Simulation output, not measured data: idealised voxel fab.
process module | voxel plated lines
cross-section cut | 265 nm wide | cells 5 nm
A cross-section is a grid of square cells, given in bands from the top down. A band is one or more rows of cells.
Each band's line starts with the height of the band's top and of its bottom, in nm. Then come its materials from left to right, each with its width in nm. One material with "throughout" fills the band from edge to edge. "air" is empty space.
Height 0 is the level under which the wafer as received is all one material. The lowest band goes on downwards, as in "0 down".
A width such as "30 to 40" changes by the same amount from each row of cells to the next, from the band's top row to its bottom row.
"no change" after a step means that no cell of the cross-section changed.
closed voids: empty space of 8 cells or more with no open way to the top, each as width x height at its distance from the left edge, in nm
after a step's settings: what the simulator itself notes on the step
overlay nm, on a step with a mask: how far to the right of its planned place the mask lay; to the left if negative
plan
1 op RECEIVE | material Si
2 op CONFORMAL_DEP | material Al2O3 | thk nm 5
3 op DIRECTIONAL_DEP | material TiN | thk nm 5
4 op PATTERN | tone open | mask id LINES | material resist | width nm 25 | pitch nm 45 | thk nm 20 | overlay nm 0
5 op EPI | material Ru | thk nm 5
6 op STRIP | etch materials resist
7 op DIRECTIONAL_ETCH | etch materials TiN | depth nm 5
8 op CONFORMAL_DEP | material SiCN | thk nm 10
varied across the wafers: thk nm of step 2. The plan shows the first wafer's value. All wafers start alike
first wafer as received, after step 1
  0 down: Si throughout
  closed voids: none
first wafer at the end, after step 8
  25 to 15: air 85 | SiCN 90 | air 90
  15 to 10: SiCN 95 | Ru 25 | SiCN 20 | Ru 25 | SiCN 100
  10 to 5: SiCN 95 | TiN 25 | SiCN 20 | TiN 25 | SiCN 100
  5 to 0: Al2O3 throughout
  0 down: Si throughout
  closed voids: none
last wafer at the end
  45 to 35: air 85 | SiCN 90 | air 90
  35 to 30: SiCN 95 | Ru 25 | SiCN 20 | Ru 25 | SiCN 100
  30 to 25: SiCN 95 | TiN 25 | SiCN 20 | TiN 25 | SiCN 100
  25 to 0: Al2O3 throughout
  0 down: Si throughout
  closed voids: none
each wafer at the end: cells of each material gained (+) or lost (-) since it was received, then its closed voids
thk nm 5 | +53 Al2O3 | +10 Ru | +122 SiCN | +10 TiN | closed voids: none
thk nm 10 | +106 Al2O3 | +10 Ru | +122 SiCN | +10 TiN | closed voids: none
thk nm 15 | +159 Al2O3 | +10 Ru | +122 SiCN | +10 TiN | closed voids: none
thk nm 20 | +212 Al2O3 | +10 Ru | +122 SiCN | +10 TiN | closed voids: none
thk nm 25 | +265 Al2O3 | +10 Ru | +122 SiCN | +10 TiN | closed voids: none
